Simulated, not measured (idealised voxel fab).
The following is a process module called voxel self aligned contacts.
Displayed cross-section: cut, width of 185 nm, square cells sized 5 nm.
We lay out every cross-section as a grid of square cells and spell it out in bands from the top down, where one band means one or more rows of cells.
Per band: top height and bottom height in nm, followed by the left-to-right materials and their widths in nm; "everywhere" marks a single material spanning edge to edge, "air" marks empty space.
Measure heights from 0. That's the level where, below it, the as-received wafer is all one material. The lowest band is bottomless and extends downward; write it as in "z 0 and below".
A two-number width, for instance "30..40", indicates that the width is equal to the first number in the top row of the band and to the second number in the bottom row, and that it changes by a constant amount per row of cells.
Reading "nothing was modified" for a step: not a cell of the cross-section changed in it.
Voids not open to the top, 8 cells minimum: see "Completely enclosed voids". Written width x height at distance; distance is from the left edge; nm.
after a step's settings: what the simulator itself notes on the step
"overlay nm", when on a step's line for a step with a mask, measures how far to the right of its planned place the mask lay; a negative measure means to the left.
Steps in the process plan:
| 1 | op RECEIVE | material Si |
| 2 | op CONFORMAL_DEP | material SiO2 | thk nm 5 |
| 3 | op DIRECTIONAL_DEP | material polySi | thk nm 20 |
| 4 | op DIRECTIONAL_DEP | material SiN | thk nm 20 |
| 5 | op PATTERN | tone cover | mask id GATE | material resist | width nm 25 | pitch nm 60 | thk nm 15 | overlay nm 0 |
| 6 | op DIRECTIONAL_ETCH | etch materials SiN | depth nm 20 |
| 7 | op DIRECTIONAL_ETCH | etch materials polySi | depth nm 20 |
| 8 | op STRIP | etch materials resist |
| 9 | op CONFORMAL_DEP | material SiN | thk nm 5 |
| 10 | op DIRECTIONAL_ETCH | etch materials SiN | depth nm 5 |
| 11 | op FILL_DEP | material SiO2 | thk nm 15 |
| 12 | op CMP | height nm 50 |
| 13 | op PATTERN | tone open | mask id CONTACT | material resist | width nm 45 | thk nm 15 | overlay nm 0 |
| 14 | op DIRECTIONAL_ETCH | etch materials SiO2 | depth nm 50 |
| 15 | op STRIP | etch materials resist |
| 16 | op CONFORMAL_DEP | material TiN | thk nm 5 |
| 17 | op FILL_DEP | material Ru | thk nm 5 |
| 18 | op CMP | height nm 50 |
| 19 | op CONFORMAL_DEP | material SiN | thk nm 5 |
Cross-section of the wafer upon arrival, representing the state reached after step 1:
  z 0 and below | Si everywhere
  Completely enclosed voids: none
Run as planned - first of the two wafers cross-sectioned at the end of the module:
  z 55 to 50 | SiN everywhere
  z 50 to 45 | 70 SiO2 / 15 TiN / 15 Ru / 15 TiN / 70 SiO2
  z 45 to 25 | 45 SiO2 / 35 SiN / 5 TiN / 15 Ru / 5 TiN / 35 SiN / 45 SiO2
  z 25 to 5 | 45 SiO2 / 5 SiN / 25 polySi / 5 SiN / 5 TiN / 15 Ru / 5 TiN / 5 SiN / 25 polySi / 5 SiN / 45 SiO2
  z 5 to 0 | 80 SiO2 / 25 TiN / 80 SiO2
  z 0 and below | Si everywhere
  Completely enclosed voids: none
Presented here is a cross-section of the second of the two wafers as it stood at the end of the module. It was started in the same manner and assigned the same plan as the first wafer; however, one mistake was made in its execution:
  z 55 to 50 | SiN everywhere
  z 50 to 35 | 45 SiO2 / 35 SiN / 5 TiN / 15 Ru / 5 TiN / 35 SiN / 45 SiO2
  z 35 to 20 | 45 SiO2 / 5 SiN / 25 polySi / 5 SiN / 5 TiN / 15 Ru / 5 TiN / 5 SiN / 25 polySi / 5 SiN / 45 SiO2
  z 20 to 15 | 45 SiO2 / 5 SiN / 25 polySi / 5 SiN / 25 TiN / 5 SiN / 25 polySi / 5 SiN / 45 SiO2
  z 15 to 5 | polySi everywhere
  z 5 to 0 | SiO2 everywhere
  z 0 and below | Si everywhere
  Completely enclosed voids: none
Finding, execution versus plan: step 3 was processed under conditions differing from the plan, specifically as op DIRECTIONAL_DEP | material polySi | thk nm 30
at the end the second wafer has, in cells: -9 Ru; -14 SiN; -41 SiO2; -10 TiN; +74 polySi
